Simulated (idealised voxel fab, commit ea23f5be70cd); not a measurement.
You're looking at the process module voxel transistor to metal.
Displayed cross-section: cut, width of 200 nm, square cells sized 5 nm.
Reading order for cross-sections: top band down to bottom band. Underlying form: a grid of square cells. Band size: one or more rows of cells. Heights first: top, then bottom, in nm. Then materials, left to right, each with a width in nm. "edge to edge" on a single material: fills the band edge to edge. "empty": empty space. Beneath 0, the wafer as received is one material, and that level is where height counting begins. The lowest band goes on downward without a bottom; it is written like "z 0 and below". Note: "30..40" means the width goes from the first number (top row of the band) to the second number (bottom row) in equal steps per row of cells. "everything unchanged" (step): cross-section cells unchanged, all of them. Closed empty spaces (no open way to the top) of 8 cells or more are what "Fully sealed voids" lists, each as width x height at distance from the left edge, nm for all three. Formally, on a step line, whatever follows the settings is a remark that the simulator itself makes on the step. overlay nm, on a step with a mask: how far to the right of its planned place the mask lay; to the left if negative. Quick note on how to read the rest: it's all pairs. You get the cross-section before a process step and the one after, but the after one only goes down as far as the lowest band that changed. The step in between, with its settings, sits under the pair. Heads up, the pairs can come from different runs of this module on the same starting wafer, so don't assume a pair picks up from the one above unless its "Pre-step condition" entry says it does.
# Pre-step condition
    z 0 and below | Si edge to edge
    Fully sealed voids: none
# Post-Step Geometry
    z 0 to -5 | SiO2 edge to edge
    Lower than -5, everything is as it was.
    Fully sealed voids: none
Between before and after, shown above: OXIDIZE with depth nm 5
Pre-step condition: see preceding pair, after cross-section.
# Post-Step Geometry
    z 10 to 0 | SiN edge to edge
    Lower than 0, everything is as it was.
    Fully sealed voids: none
Between before and after, shown above: CONFORMAL_DEP with material SiN, thk nm 10
Pre-step condition: see preceding pair, after cross-section.
# Post-Step Geometry
    z 10 to 0 | empty 45 nm; SiN 110 nm; empty 45 nm
    Lower than 0, everything is as it was.
    Fully sealed voids: none
Between before and after, shown above: MASKED_ETCH with tone cover, mask id ACTIVE, width nm 110, etch materials SiN, depth nm 10, overlay nm 0
Pre-step condition: see preceding pair, after cross-section.
# Post-Step Geometry
    z 10 to 0 | empty 45 nm; SiN 110 nm; empty 45 nm
    z 0 to -5 | empty 45 nm; SiO2 110 nm; empty 45 nm
    Lower than -5, everything is as it was.
    Fully sealed voids: none
Between before and after, shown above: MASKED_ETCH with tone cover, mask id ACTIVE, width nm 110, etch materials SiO2, depth nm 5, overlay nm 0
Pre-step condition: see preceding pair, after cross-section.
# Post-Step Geometry
    z 10 to 0 | empty 45 nm; SiN 110 nm; empty 45 nm
    z 0 to -5 | empty 45 nm; SiO2 110 nm; empty 45 nm
    z -5 to -40 | empty 45 nm; Si 110 nm; empty 45 nm
    Lower than -40, everything is as it was.
    Fully sealed voids: none
Between before and after, shown above: MASKED_ETCH with tone cover, mask id ACTIVE, width nm 110, etch materials Si, depth nm 35, overlay nm 0
Pre-step condition: see preceding pair, after cross-section.
# Post-Step Geometry
    z 10 to 0 | empty 45 nm; SiN 110 nm; empty 45 nm
    z 0 to -5 | empty 45 nm; SiO2 110 nm; empty 45 nm
    z -5 to -40 | empty 45 nm; SiO2 5 nm; Si 100 nm; SiO2 5 nm; empty 45 nm
    z -40 to -45 | SiO2 50 nm; Si 100 nm; SiO2 50 nm
    Lower than -45, everything is as it was.
    Fully sealed voids: none
Between before and after, shown above: OXIDIZE with depth nm 5
Pre-step condition: see preceding pair, after cross-section.
# Post-Step Geometry
    z 15 to 10 | SiO2 edge to edge
    z 10 to 0 | SiO2 45 nm; SiN 110 nm; SiO2 45 nm
    z 0 to -5 | SiO2 edge to edge
    z -5 to -45 | SiO2 50 nm; Si 100 nm; SiO2 50 nm
    Lower than -45, everything is as it was.
    Fully sealed voids: none
Between before and after, shown above: FILL_DEP with material SiO2, thk nm 5
Pre-step condition: see preceding pair, after cross-section.
# Post-Step Geometry
    z 10 to 0 | SiO2 45 nm; SiN 110 nm; SiO2 45 nm
    Lower than 0, everything is as it was.
    Fully sealed voids: none
Between before and after, shown above: CMP with height nm 10
Pre-step condition: see preceding pair, after cross-section.
# Post-Step Geometry
    z 10 to 0 | empty 45 nm; SiN 110 nm; empty 45 nm
    Lower than 0, everything is as it was.
    Fully sealed voids: none
Between before and after, shown above: SELECTIVE_ETCH with etch materials SiO2, depth nm 10
Pre-step condition: see preceding pair, after cross-section.
# Post-Step Geometry
    z 0 to -5 | SiO2 edge to edge
    Lower than -5, everything is as it was.
    Fully sealed voids: none
Between before and after, shown above: STRIP with etch materials SiN
Pre-step condition: see preceding pair, after cross-section.
# Post-Step Geometry
    z -5 to -45 | SiO2 50 nm; Si 100 nm; SiO2 50 nm
    Lower than -45, everything is as it was.
    Fully sealed voids: none
Between before and after, shown above: SELECTIVE_ETCH with etch materials SiO2, depth nm 5
Pre-step condition: see preceding pair, after cross-section.
# Post-Step Geometry
    z -5 to -10 | SiO2 edge to edge
    Lower than -10, everything is as it was.
    Fully sealed voids: none
Between before and after, shown above: OXIDIZE with depth nm 5
Pre-step condition: see preceding pair, after cross-section.
# Post-Step Geometry
    z 20 to -5 | polySi edge to edge
    Lower than -5, everything is as it was.
    Fully sealed voids: none
Between before and after, shown above: DIRECTIONAL_DEP with material polySi, thk nm 25
Pre-step condition: see preceding pair, after cross-section.
# Post-Step Geometry
    z 35 to 20 | SiCN edge to edge
    Lower than 20, everything is as it was.
    Fully sealed voids: none
Between before and after, shown above: DIRECTIONAL_DEP with material SiCN, thk nm 15
Pre-step condition: see preceding pair, after cross-section.
# Post-Step Geometry
    z 50 to 35 | aC edge to edge
    Lower than 35, everything is as it was.
    Fully sealed voids: none
Between before and after, shown above: DIRECTIONAL_DEP with material aC, thk nm 15
Pre-step condition: see preceding pair, after cross-section.
# Post-Step Geometry
    z 80 to 50 | empty 90 nm; resist 20 nm; empty 90 nm
    Lower than 50, everything is as it was.
    Fully sealed voids: none
Between before and after, shown above: PATTERN with tone cover, mask id GATE, material resist, width nm 20, thk nm 30, overlay nm 0
Pre-step condition: see preceding pair, after cross-section.
# Post-Step Geometry
    z 65 to 50 | empty 90 nm; resist 20 nm; empty 90 nm
    z 50 to 35 | empty 90 nm; aC 20 nm; empty 90 nm
    Lower than 35, everything is as it was.
    Fully sealed voids: none
Between before and after, shown above: DIRECTIONAL_ETCH with etch materials aC, depth nm 15
Pre-step condition: see preceding pair, after cross-section.
# Post-Step Geometry
    z 50 to 35 | empty 90 nm; aC 20 nm; empty 90 nm
    Lower than 35, everything is as it was.
    Fully sealed voids: none
Between before and after, shown above: STRIP with etch materials resist
Pre-step condition: see preceding pair, after cross-section.
# Post-Step Geometry
    z 50 to 35 | empty 90 nm; aC 20 nm; empty 90 nm
    z 35 to 20 | empty 90 nm; SiCN 20 nm; empty 90 nm
    Lower than 20, everything is as it was.
    Fully sealed voids: none
Between before and after, shown above: DIRECTIONAL_ETCH with etch materials SiCN, depth nm 25
Pre-step condition: see preceding pair, after cross-section.
# Post-Step Geometry
    z 50 to 35 | empty 90 nm; aC 20 nm; empty 90 nm
    z 35 to 20 | empty 90 nm; SiCN 20 nm; empty 90 nm
    z 20 to -5 | empty 90 nm; polySi 20 nm; empty 90 nm
    Lower than -5, everything is as it was.
    Fully sealed voids: none
Between before and after, shown above: DIRECTIONAL_ETCH with etch materials polySi, depth nm 35
Pre-step condition: see preceding pair, after cross-section.
# Post-Step Geometry
    z 35 to 20 | empty 90 nm; SiCN 20 nm; empty 90 nm
    Lower than 20, everything is as it was.
    Fully sealed voids: none
Between before and after, shown above: STRIP with etch materials aC
Pre-step condition: see preceding pair, after cross-section.
# Post-Step Geometry
    z 40 to 35 | empty 85 nm; SiO2 30 nm; empty 85 nm
    z 35 to 20 | empty 85 nm; SiO2 5 nm; SiCN 20 nm; SiO2 5 nm; empty 85 nm
    z 20 to 0 | empty 85 nm; SiO2 5 nm; polySi 20 nm; SiO2 5 nm; empty 85 nm
    z 0 to -5 | SiO2 90 nm; polySi 20 nm; SiO2 90 nm
    Lower than -5, everything is as it was.
    Fully sealed voids: none
Between before and after, shown above: CONFORMAL_DEP with material SiO2, thk nm 5
Pre-step condition: see preceding pair, after cross-section.
# Post-Step Geometry
    z 35 to 20 | empty 85 nm; SiO2 5 nm; SiCN 20 nm; SiO2 5 nm; empty 85 nm
    z 20 to -5 | empty 85 nm; SiO2 5 nm; polySi 20 nm; SiO2 5 nm; empty 85 nm
    Lower than -5, everything is as it was.
    Fully sealed voids: none
Between before and after, shown above: DIRECTIONAL_ETCH with etch materials SiO2, depth nm 5
Pre-step condition: see preceding pair, after cross-section.
# Post-Step Geometry
    z 40 to 35 | empty 80 nm; SiN 40 nm; empty 80 nm
    z 35 to 20 | empty 80 nm; SiN 5 nm; SiO2 5 nm; SiCN 20 nm; SiO2 5 nm; SiN 5 nm; empty 80 nm
    z 20 to 0 | empty 80 nm; SiN 5 nm; SiO2 5 nm; polySi 20 nm; SiO2 5 nm; SiN 5 nm; empty 80 nm
    z 0 to -5 | SiN 85 nm; SiO2 5 nm; polySi 20 nm; SiO2 5 nm; SiN 85 nm
    Lower than -5, everything is as it was.
    Fully sealed voids: none
Between before and after, shown above: CONFORMAL_DEP with material SiN, thk nm 5
Pre-step condition: see preceding pair, after cross-section.
# Post-Step Geometry
    z 35 to 20 | empty 80 nm; SiN 5 nm; SiO2 5 nm; SiCN 20 nm; SiO2 5 nm; SiN 5 nm; empty 80 nm
    z 20 to -5 | empty 80 nm; SiN 5 nm; SiO2 5 nm; polySi 20 nm; SiO2 5 nm; SiN 5 nm; empty 80 nm
    Lower than -5, everything is as it was.
    Fully sealed voids: none
Between before and after, shown above: DIRECTIONAL_ETCH with etch materials SiN, depth nm 5
Pre-step condition: see preceding pair, after cross-section.
# Post-Step Geometry
    z 35 to 30 | empty 80 nm; SiN 5 nm; empty 5 nm; SiCN 20 nm; empty 5 nm; SiN 5 nm; empty 80 nm
    z 30 to 20 | empty 80 nm; SiN 5 nm; SiO2 5 nm; SiCN 20 nm; SiO2 5 nm; SiN 5 nm; empty 80 nm
    z 20 to -5 | empty 80 nm; SiN 5 nm; SiO2 5 nm; polySi 20 nm; SiO2 5 nm; SiN 5 nm; empty 80 nm
    z -5 to -10 | empty 80 nm; SiO2 40 nm; empty 80 nm
    Lower than -10, everything is as it was.
    Fully sealed voids: none
Between before and after, shown above: DIRECTIONAL_ETCH with etch materials SiO2, depth nm 5
Pre-step condition: see preceding pair, after cross-section.
# Post-Step Geometry
    z 35 to 30 | empty 80 nm; SiN 5 nm; empty 5 nm; SiCN 20 nm; empty 5 nm; SiN 5 nm; empty 80 nm
    z 30 to 20 | empty 80 nm; SiN 5 nm; SiO2 5 nm; SiCN 20 nm; SiO2 5 nm; SiN 5 nm; empty 80 nm
    z 20 to -5 | empty 80 nm; SiN 5 nm; SiO2 5 nm; polySi 20 nm; SiO2 5 nm; SiN 5 nm; empty 80 nm
    z -5 to -10 | empty 80 nm; SiO2 40 nm; empty 80 nm
    z -10 to -20 | SiO2 50 nm; empty 30 nm; Si 40 nm; empty 30 nm; SiO2 50 nm
    Lower than -20, everything is as it was.
    Fully sealed voids: none
Between before and after, shown above: DIRECTIONAL_ETCH with etch materials Si, depth nm 10
Pre-step condition: see preceding pair, after cross-section.
# Post-Step Geometry
    z 35 to 30 | empty 80 nm; SiN 5 nm; empty 5 nm; SiCN 20 nm; empty 5 nm; SiN 5 nm; empty 80 nm
    z 30 to 20 | empty 80 nm; SiN 5 nm; SiO2 5 nm; SiCN 20 nm; SiO2 5 nm; SiN 5 nm; empty 80 nm
    z 20 to 0 | empty 80 nm; SiN 5 nm; SiO2 5 nm; polySi 20 nm; SiO2 5 nm; SiN 5 nm; empty 80 nm
    z 0 to -5 | empty 70 nm; nSi 10 nm; SiN 5 nm; SiO2 5 nm; polySi 20 nm; SiO2 5 nm; SiN 5 nm; nSi 10 nm; empty 70 nm
    z -5 to -10 | empty 70 nm; nSi 10 nm; SiO2 40 nm; nSi 10 nm; empty 70 nm
    z -10 to -20 | SiO2 50 nm; nSi 30 nm; Si 40 nm; nSi 30 nm; SiO2 50 nm
    Lower than -20, everything is as it was.
    Fully sealed voids: none
Between before and after, shown above: EPI with material nSi, thk nm 10
Pre-step condition: see preceding pair, after cross-section.
# Post-Step Geometry
    z 45 to 35 | SiO2 edge to edge
    z 35 to 20 | SiO2 80 nm; SiN 5 nm; SiO2 5 nm; SiCN 20 nm; SiO2 5 nm; SiN 5 nm; SiO2 80 nm
    z 20 to 0 | SiO2 80 nm; SiN 5 nm; SiO2 5 nm; polySi 20 nm; SiO2 5 nm; SiN 5 nm; SiO2 80 nm
    z 0 to -5 | SiO2 70 nm; nSi 10 nm; SiN 5 nm; SiO2 5 nm; polySi 20 nm; SiO2 5 nm; SiN 5 nm; nSi 10 nm; SiO2 70 nm
    z -5 to -10 | SiO2 70 nm; nSi 10 nm; SiO2 40 nm; nSi 10 nm; SiO2 70 nm
    Lower than -10, everything is as it was.
    Fully sealed voids: none
Between before and after, shown above: FILL_DEP with material SiO2, thk nm 10
Pre-step condition: see preceding pair, after cross-section.
# Post-Step Geometry
    z 35 to 20 | SiO2 80 nm; SiN 5 nm; SiO2 5 nm; SiCN 20 nm; SiO2 5 nm; SiN 5 nm; SiO2 80 nm
    Lower than 20, everything is as it was.
    Fully sealed voids: none
Between before and after, shown above: CMP with height nm 35
Pre-step condition: see preceding pair, after cross-section.
# Post-Step Geometry
    z 50 to 35 | SiO2 edge to edge
    Lower than 35, everything is as it was.
    Fully sealed voids: none
Between before and after, shown above: DIRECTIONAL_DEP with material SiO2, thk nm 15
Pre-step condition: see preceding pair, after cross-section.
# Post-Step Geometry
    z 60 to 50 | aC edge to edge
    Lower than 50, everything is as it was.
    Fully sealed voids: none
Between before and after, shown above: DIRECTIONAL_DEP with material aC, thk nm 10
Pre-step condition: see preceding pair, after cross-section.
# Post-Step Geometry
    z 85 to 60 | resist 50 nm; empty 20 nm; resist 60 nm; empty 20 nm; resist 50 nm
    Lower than 60, everything is as it was.
    Fully sealed voids: none
Between before and after, shown above: PATTERN with tone open, mask id CONTACT, material resist, width nm 20, pitch nm 80, thk nm 25, overlay nm 0
Pre-step condition: see preceding pair, after cross-section.
# Post-Step Geometry
    z 75 to 60 | resist 50 nm; empty 20 nm; resist 60 nm; empty 20 nm; resist 50 nm
    z 60 to 50 | aC 50 nm; empty 20 nm; aC 60 nm; empty 20 nm; aC 50 nm
    Lower than 50, everything is as it was.
    Fully sealed voids: none
Between before and after, shown above: DIRECTIONAL_ETCH with etch materials aC, depth nm 10
Pre-step condition: see preceding pair, after cross-section.
# Post-Step Geometry
    z 60 to 50 | aC 50 nm; empty 20 nm; aC 60 nm; empty 20 nm; aC 50 nm
    Lower than 50, everything is as it was.
    Fully sealed voids: none
Between before and after, shown above: STRIP with etch materials resist
Pre-step condition: see preceding pair, after cross-section.
# Post-Step Geometry
    z 60 to 50 | aC 50 nm; empty 20 nm; aC 60 nm; empty 20 nm; aC 50 nm
    z 50 to 35 | SiO2 50 nm; empty 20 nm; SiO2 60 nm; empty 20 nm; SiO2 50 nm
    z 35 to 20 | SiO2 50 nm; empty 20 nm; SiO2 10 nm; SiN 5 nm; SiO2 5 nm; SiCN 20 nm; SiO2 5 nm; SiN 5 nm; SiO2 10 nm; empty 20 nm; SiO2 50 nm
    z 20 to 0 | SiO2 50 nm; empty 20 nm; SiO2 10 nm; SiN 5 nm; SiO2 5 nm; polySi 20 nm; SiO2 5 nm; SiN 5 nm; SiO2 10 nm; empty 20 nm; SiO2 50 nm
    z 0 to -5 | SiO2 50 nm; empty 20 nm; nSi 10 nm; SiN 5 nm; SiO2 5 nm; polySi 20 nm; SiO2 5 nm; SiN 5 nm; nSi 10 nm; empty 20 nm; SiO2 50 nm
    z -5 to -10 | SiO2 50 nm; empty 20 nm; nSi 10 nm; SiO2 40 nm; nSi 10 nm; empty 20 nm; SiO2 50 nm
    Lower than -10, everything is as it was.
    Fully sealed voids: none
Between before and after, shown above: DIRECTIONAL_ETCH with etch materials SiO2, depth nm 60
Pre-step condition: see preceding pair, after cross-section.
# Post-Step Geometry
    z 50 to 35 | SiO2 50 nm; empty 20 nm; SiO2 60 nm; empty 20 nm; SiO2 50 nm
    Lower than 35, everything is as it was.
    Fully sealed voids: none
Between before and after, shown above: STRIP with etch materials aC
Pre-step condition: see preceding pair, after cross-section.
# Post-Step Geometry
    z 55 to 50 | TiN 55 nm; empty 10 nm; TiN 70 nm; empty 10 nm; TiN 55 nm
    z 50 to 35 | SiO2 50 nm; TiN 5 nm; empty 10 nm; TiN 5 nm; SiO2 60 nm; TiN 5 nm; empty 10 nm; TiN 5 nm; SiO2 50 nm
    z 35 to 20 | SiO2 50 nm; TiN 5 nm; empty 10 nm; TiN 5 nm; SiO2 10 nm; SiN 5 nm; SiO2 5 nm; SiCN 20 nm; SiO2 5 nm; SiN 5 nm; SiO2 10 nm; TiN 5 nm; empty 10 nm; TiN 5 nm; SiO2 50 nm
    z 20 to 0 | SiO2 50 nm; TiN 5 nm; empty 10 nm; TiN 5 nm; SiO2 10 nm; SiN 5 nm; SiO2 5 nm; polySi 20 nm; SiO2 5 nm; SiN 5 nm; SiO2 10 nm; TiN 5 nm; empty 10 nm; TiN 5 nm; SiO2 50 nm
    z 0 to -5 | SiO2 50 nm; TiN 5 nm; empty 10 nm; TiN 5 nm; nSi 10 nm; SiN 5 nm; SiO2 5 nm; polySi 20 nm; SiO2 5 nm; SiN 5 nm; nSi 10 nm; TiN 5 nm; empty 10 nm; TiN 5 nm; SiO2 50 nm
    z -5 to -10 | SiO2 50 nm; TiN 20 nm; nSi 10 nm; SiO2 40 nm; nSi 10 nm; TiN 20 nm; SiO2 50 nm
    Lower than -10, everything is as it was.
    Fully sealed voids: none
Between before and after, shown above: CONFORMAL_DEP with material TiN, thk nm 5
Pre-step condition: see preceding pair, after cross-section.
# Post-Step Geometry
    z 65 to 55 | W edge to edge
    z 55 to 50 | TiN 55 nm; W 10 nm; TiN 70 nm; W 10 nm; TiN 55 nm
    z 50 to 35 | SiO2 50 nm; TiN 5 nm; W 10 nm; TiN 5 nm; SiO2 60 nm; TiN 5 nm; W 10 nm; TiN 5 nm; SiO2 50 nm
    z 35 to 20 | SiO2 50 nm; TiN 5 nm; W 10 nm; TiN 5 nm; SiO2 10 nm; SiN 5 nm; SiO2 5 nm; SiCN 20 nm; SiO2 5 nm; SiN 5 nm; SiO2 10 nm; TiN 5 nm; W 10 nm; TiN 5 nm; SiO2 50 nm
    z 20 to 0 | SiO2 50 nm; TiN 5 nm; W 10 nm; TiN 5 nm; SiO2 10 nm; SiN 5 nm; SiO2 5 nm; polySi 20 nm; SiO2 5 nm; SiN 5 nm; SiO2 10 nm; TiN 5 nm; W 10 nm; TiN 5 nm; SiO2 50 nm
    z 0 to -5 | SiO2 50 nm; TiN 5 nm; W 10 nm; TiN 5 nm; nSi 10 nm; SiN 5 nm; SiO2 5 nm; polySi 20 nm; SiO2 5 nm; SiN 5 nm; nSi 10 nm; TiN 5 nm; W 10 nm; TiN 5 nm; SiO2 50 nm
    Lower than -5, everything is as it was.
    Fully sealed voids: none
Between before and after, shown above: FILL_DEP with material W, thk nm 10
Pre-step condition: see preceding pair, after cross-section.
# Post-Step Geometry
    z 50 to 35 | SiO2 50 nm; TiN 5 nm; W 10 nm; TiN 5 nm; SiO2 60 nm; TiN 5 nm; W 10 nm; TiN 5 nm; SiO2 50 nm
    Lower than 35, everything is as it was.
    Fully sealed voids: none
Between before and after, shown above: CMP with height nm 50
Pre-step condition: see preceding pair, after cross-section.
# Post-Step Geometry
    z 55 to 50 | SiN edge to edge
    Lower than 50, everything is as it was.
    Fully sealed voids: none
Between before and after, shown above: CONFORMAL_DEP with material SiN, thk nm 5
Pre-step condition: see preceding pair, after cross-section.
# Post-Step Geometry
    z 80 to 55 | lowk edge to edge
    Lower than 55, everything is as it was.
    Fully sealed voids: none
Between before and after, shown above: DIRECTIONAL_DEP with material lowk, thk nm 25
Pre-step condition: see preceding pair, after cross-section.
# Post-Step Geometry
    z 80 to 55 | lowk 50 nm; empty 20 nm; lowk 60 nm; empty 20 nm; lowk 50 nm
    Lower than 55, everything is as it was.
    Fully sealed voids: none
Between before and after, shown above: MASKED_ETCH with tone open, mask id METAL_1, width nm 20, pitch nm 80, etch materials lowk, depth nm 25, overlay nm 0
Pre-step condition: see preceding pair, after cross-section.
# Post-Step Geometry
    z 80 to 55 | lowk 50 nm; empty 20 nm; lowk 60 nm; empty 20 nm; lowk 50 nm
    z 55 to 50 | SiN 50 nm; empty 20 nm; SiN 60 nm; empty 20 nm; SiN 50 nm
    Lower than 50, everything is as it was.
    Fully sealed voids: none
Between before and after, shown above: MASKED_ETCH with tone open, mask id METAL_1, width nm 20, pitch nm 80, etch materials SiN, depth nm 5, overlay nm 0
Pre-step condition: see preceding pair, after cross-section.
# Post-Step Geometry
    z 85 to 80 | TiN 55 nm; empty 10 nm; TiN 70 nm; empty 10 nm; TiN 55 nm
    z 80 to 55 | lowk 50 nm; TiN 5 nm; empty 10 nm; TiN 5 nm; lowk 60 nm; TiN 5 nm; empty 10 nm; TiN 5 nm; lowk 50 nm
    z 55 to 50 | SiN 50 nm; TiN 20 nm; SiN 60 nm; TiN 20 nm; SiN 50 nm
    Lower than 50, everything is as it was.
    Fully sealed voids: none
Between before and after, shown above: CONFORMAL_DEP with material TiN, thk nm 5
Pre-step condition: see preceding pair, after cross-section.
# Post-Step Geometry
    z 95 to 85 | W edge to edge
    z 85 to 80 | TiN 55 nm; W 10 nm; TiN 70 nm; W 10 nm; TiN 55 nm
    z 80 to 55 | lowk 50 nm; TiN 5 nm; W 10 nm; TiN 5 nm; lowk 60 nm; TiN 5 nm; W 10 nm; TiN 5 nm; lowk 50 nm
    Lower than 55, everything is as it was.
    Fully sealed voids: none
Between before and after, shown above: FILL_DEP with material W, thk nm 10
Pre-step condition: see preceding pair, after cross-section.
# Post-Step Geometry
    z 80 to 55 | lowk 50 nm; TiN 5 nm; W 10 nm; TiN 5 nm; lowk 60 nm; TiN 5 nm; W 10 nm; TiN 5 nm; lowk 50 nm
    Lower than 55, everything is as it was.
    Fully sealed voids: none
Between before and after, shown above: CMP with height nm 80
Pre-step condition: see preceding pair, after cross-section.
# Post-Step Geometry
    z 85 to 80 | empty 45 nm; Ru 30 nm; empty 50 nm; Ru 30 nm; empty 45 nm
    Lower than 80, everything is as it was.
    Fully sealed voids: none
Between before and after, shown above: EPI with material Ru, thk nm 5
Pre-step condition: see preceding pair, after cross-section.
# Post-Step Geometry
    z 90 to 85 | SiCN edge to edge
    z 85 to 80 | SiCN 45 nm; Ru 30 nm; SiCN 50 nm; Ru 30 nm; SiCN 45 nm
    Lower than 80, everything is as it was.
    Fully sealed voids: none
Between before and after, shown above: FILL_DEP with material SiCN, thk nm 5
# Pre-step condition
    z 35 to 20 | empty 90 nm; SiCN 20 nm; empty 90 nm
    z 20 to -5 | empty 90 nm; polySi 20 nm; empty 90 nm
    z -5 to -10 | SiO2 edge to edge
    z -10 to -45 | SiO2 50 nm; Si 100 nm; SiO2 50 nm
    z -45 and below | Si edge to edge
    Fully sealed voids: none
# Post-Step Geometry
    z 35 to 20 | empty 90 nm; SiCN 20 nm; empty 90 nm
    z 20 to -5 | empty 90 nm; polySi 20 nm; empty 90 nm
    z -5 to -10 | empty 90 nm; SiO2 20 nm; empty 90 nm
    Lower than -10, everything is as it was.
    Fully sealed voids: none
Between before and after, shown above: DIRECTIONAL_ETCH with etch materials SiO2, depth nm 5
Pre-step condition: see preceding pair, after cross-section.
# Post-Step Geometry
    z 40 to 35 | empty 85 nm; SiN 30 nm; empty 85 nm
    z 35 to 20 | empty 85 nm; SiN 5 nm; SiCN 20 nm; SiN 5 nm; empty 85 nm
    z 20 to -5 | empty 85 nm; SiN 5 nm; polySi 20 nm; SiN 5 nm; empty 85 nm
    z -5 to -10 | SiN 90 nm; SiO2 20 nm; SiN 90 nm
    Lower than -10, everything is as it was.
    Fully sealed voids: none
Between before and after, shown above: CONFORMAL_DEP with material SiN, thk nm 5
Pre-step condition: see preceding pair, after cross-section.
# Post-Step Geometry
    z 35 to 20 | empty 85 nm; SiN 5 nm; SiCN 20 nm; SiN 5 nm; empty 85 nm
    z 20 to -5 | empty 85 nm; SiN 5 nm; polySi 20 nm; SiN 5 nm; empty 85 nm
    z -5 to -10 | empty 85 nm; SiN 5 nm; SiO2 20 nm; SiN 5 nm; empty 85 nm
    Lower than -10, everything is as it was.
    Fully sealed voids: none
Between before and after, shown above: DIRECTIONAL_ETCH with etch materials SiN, depth nm 5
Pre-step condition: see preceding pair, after cross-section.
# Post-Step Geometry
    z 35 to 20 | empty 85 nm; SiN 5 nm; SiCN 20 nm; SiN 5 nm; empty 85 nm
    z 20 to -5 | empty 85 nm; SiN 5 nm; polySi 20 nm; SiN 5 nm; empty 85 nm
    z -5 to -10 | empty 85 nm; SiN 5 nm; SiO2 20 nm; SiN 5 nm; empty 85 nm
    z -10 to -15 | empty 50 nm; Si 100 nm; empty 50 nm
    Lower than -15, everything is as it was.
    Fully sealed voids: none
Between before and after, shown above: DIRECTIONAL_ETCH with etch materials SiO2, depth nm 5
Pre-step condition: see preceding pair, after cross-section.
# Post-Step Geometry
    z 35 to 20 | empty 85 nm; SiN 5 nm; SiCN 20 nm; SiN 5 nm; empty 85 nm
    z 20 to -5 | empty 85 nm; SiN 5 nm; polySi 20 nm; SiN 5 nm; empty 85 nm
    z -5 to -10 | empty 85 nm; SiN 5 nm; SiO2 20 nm; SiN 5 nm; empty 85 nm
    z -10 to -15 | empty 85 nm; Si 30 nm; empty 85 nm
    z -15 to -20 | SiO2 50 nm; empty 35 nm; Si 30 nm; empty 35 nm; SiO2 50 nm
    Lower than -20, everything is as it was.
    Fully sealed voids: none
Between before and after, shown above: DIRECTIONAL_ETCH with etch materials Si, depth nm 10
Pre-step condition: see preceding pair, after cross-section.
# Post-Step Geometry
    z 35 to 20 | empty 85 nm; SiN 5 nm; SiCN 20 nm; SiN 5 nm; empty 85 nm
    z 20 to 0 | empty 85 nm; SiN 5 nm; polySi 20 nm; SiN 5 nm; empty 85 nm
    z 0 to -5 | empty 75 nm; nSi 10 nm; SiN 5 nm; polySi 20 nm; SiN 5 nm; nSi 10 nm; empty 75 nm
    z -5 to -10 | empty 75 nm; nSi 10 nm; SiN 5 nm; SiO2 20 nm; SiN 5 nm; nSi 10 nm; empty 75 nm
    z -10 to -15 | empty 45 nm; nSi 40 nm; Si 30 nm; nSi 40 nm; empty 45 nm
    z -15 to -20 | SiO2 50 nm; nSi 35 nm; Si 30 nm; nSi 35 nm; SiO2 50 nm
    Lower than -20, everything is as it was.
    Fully sealed voids: none
Between before and after, shown above: EPI with material nSi, thk nm 10
Pre-step condition: see preceding pair, after cross-section.
# Post-Step Geometry
    z 45 to 35 | SiO2 edge to edge
    z 35 to 20 | SiO2 85 nm; SiN 5 nm; SiCN 20 nm; SiN 5 nm; SiO2 85 nm
    z 20 to 0 | SiO2 85 nm; SiN 5 nm; polySi 20 nm; SiN 5 nm; SiO2 85 nm
    z 0 to -5 | SiO2 75 nm; nSi 10 nm; SiN 5 nm; polySi 20 nm; SiN 5 nm; nSi 10 nm; SiO2 75 nm
    z -5 to -10 | SiO2 75 nm; nSi 10 nm; SiN 5 nm; SiO2 20 nm; SiN 5 nm; nSi 10 nm; SiO2 75 nm
    z -10 to -20 | SiO2 45..50 nm; nSi 40..35 nm; Si 30 nm; nSi 40..35 nm; SiO2 45..50 nm
    Lower than -20, everything is as it was.
    Fully sealed voids: none
Between before and after, shown above: FILL_DEP with material SiO2, thk nm 10
Pre-step condition: see preceding pair, after cross-section.
# Post-Step Geometry
    z 35 to 20 | SiO2 85 nm; SiN 5 nm; SiCN 20 nm; SiN 5 nm; SiO2 85 nm
    Lower than 20, everything is as it was.
    Fully sealed voids: none
Between before and after, shown above: CMP with height nm 35
Pre-step condition: see preceding pair, after cross-section.
# Post-Step Geometry
    z 50 to 35 | SiO2 edge to edge
    Lower than 35, everything is as it was.
    Fully sealed voids: none
Between before and after, shown above: DIRECTIONAL_DEP with material SiO2, thk nm 15
Pre-step condition: see preceding pair, after cross-section.
# Post-Step Geometry
    z 60 to 50 | aC edge to edge
    Lower than 50, everything is as it was.
    Fully sealed voids: none
Between before and after, shown above: DIRECTIONAL_DEP with material aC, thk nm 10
Pre-step condition: see preceding pair, after cross-section.
# Post-Step Geometry
    z 85 to 60 | resist 50 nm; empty 20 nm; resist 60 nm; empty 20 nm; resist 50 nm
    Lower than 60, everything is as it was.
    Fully sealed voids: none
Between before and after, shown above: PATTERN with tone open, mask id CONTACT, material resist, width nm 20, pitch nm 80, thk nm 25, overlay nm 0
Pre-step condition: see preceding pair, after cross-section.
# Post-Step Geometry
    z 75 to 60 | resist 50 nm; empty 20 nm; resist 60 nm; empty 20 nm; resist 50 nm
    z 60 to 50 | aC 50 nm; empty 20 nm; aC 60 nm; empty 20 nm; aC 50 nm
    Lower than 50, everything is as it was.
    Fully sealed voids: none
Between before and after, shown above: DIRECTIONAL_ETCH with etch materials aC, depth nm 10
Pre-step condition: see preceding pair, after cross-section.
# Post-Step Geometry
    z 60 to 50 | aC 50 nm; empty 20 nm; aC 60 nm; empty 20 nm; aC 50 nm
    Lower than 50, everything is as it was.
    Fully sealed voids: none
Between before and after, shown above: STRIP with etch materials resist
